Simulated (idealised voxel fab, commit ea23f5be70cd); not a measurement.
This is a process module. Its name is voxel trench capacitor.
We display cut, a cross-section 255 nm in width whose square cells are each 5 nm.
In this document a cross-section is written as a grid of square cells. It is given as a series of bands, listed from the top down, and a band is one or more rows of cells.
Per band: top height and bottom height in nm, followed by the left-to-right materials and their widths in nm; "full width" marks a single material spanning edge to edge, "air" marks empty space.
We count height from 0. Below that, the starting wafer is all one material. The lowest band never ends at the bottom but goes on down; see "from 0 down" for how that is written.
The notation "30..40" denotes a width that varies across the rows of cells in the band, beginning at the first number in the top row, finishing at the second number in the bottom row, and changing by an identical amount from each row to the next.
"identical to before" -> step changed no cross-section cell.
Enclosed voids (no open way to top), threshold 8 cells or more, entry "Internal closed voids", notation width x height at distance, distance from left edge, nm.
Post-settings text on a step line: simulator's own remark regarding the step.
The optional step-line setting "overlay nm" applies to steps with a mask and quantifies how far to the right of its planned location the mask lay, a negative value indicating leftward placement.
### This section lists the process steps that were planned
- 1: RECEIVE (material Si)
- 2: CONFORMAL_DEP (material SiN; thk nm 5)
- 3: PATTERN (tone open; mask id TRENCH; material resist; width nm 20; pitch nm 40; thk nm 15; overlay nm 0)
- 4: DIRECTIONAL_ETCH (etch materials SiN; depth nm 5)
- 5: DIRECTIONAL_ETCH (etch materials Si; depth nm 35)
- 6: STRIP (etch materials resist)
- 7: CONFORMAL_DEP (material Al2O3; thk nm 5)
- 8: FILL_DEP (material polySi; thk nm 5)
- 9: CMP (height nm 5)
### Wafer cross-section on receipt, i.e. after step 1
> from 0 down = Si full width
> Internal closed voids: none
### Starting structure and process plan are as shown above, but one mistake was made in running the module; the wafer cross-section at the end of the module follows
> from 5 to 0 = SiN=55; Al2O3=5; polySi=15; Al2O3=5; SiN=15; Al2O3=5; polySi=15; Al2O3=5; SiN=15; Al2O3=5; polySi=15; Al2O3=5; SiN=15; Al2O3=5; polySi=15; Al2O3=5; SiN=55
> from 0 to -30 = Si=55; Al2O3=5; polySi=15; Al2O3=5; Si=15; Al2O3=5; polySi=15; Al2O3=5; Si=15; Al2O3=5; polySi=15; Al2O3=5; Si=15; Al2O3=5; polySi=15; Al2O3=5; Si=55
> from -30 to -35 = Si=55; Al2O3=25; Si=15; Al2O3=25; Si=15; Al2O3=25; Si=15; Al2O3=25; Si=55
> from -35 down = Si full width
> Internal closed voids: none
Run error: step 3 deviated from plan and actually ran as PATTERN (tone open; mask id TRENCH; material resist; width nm 25; pitch nm 40; thk nm 15; overlay nm 0)
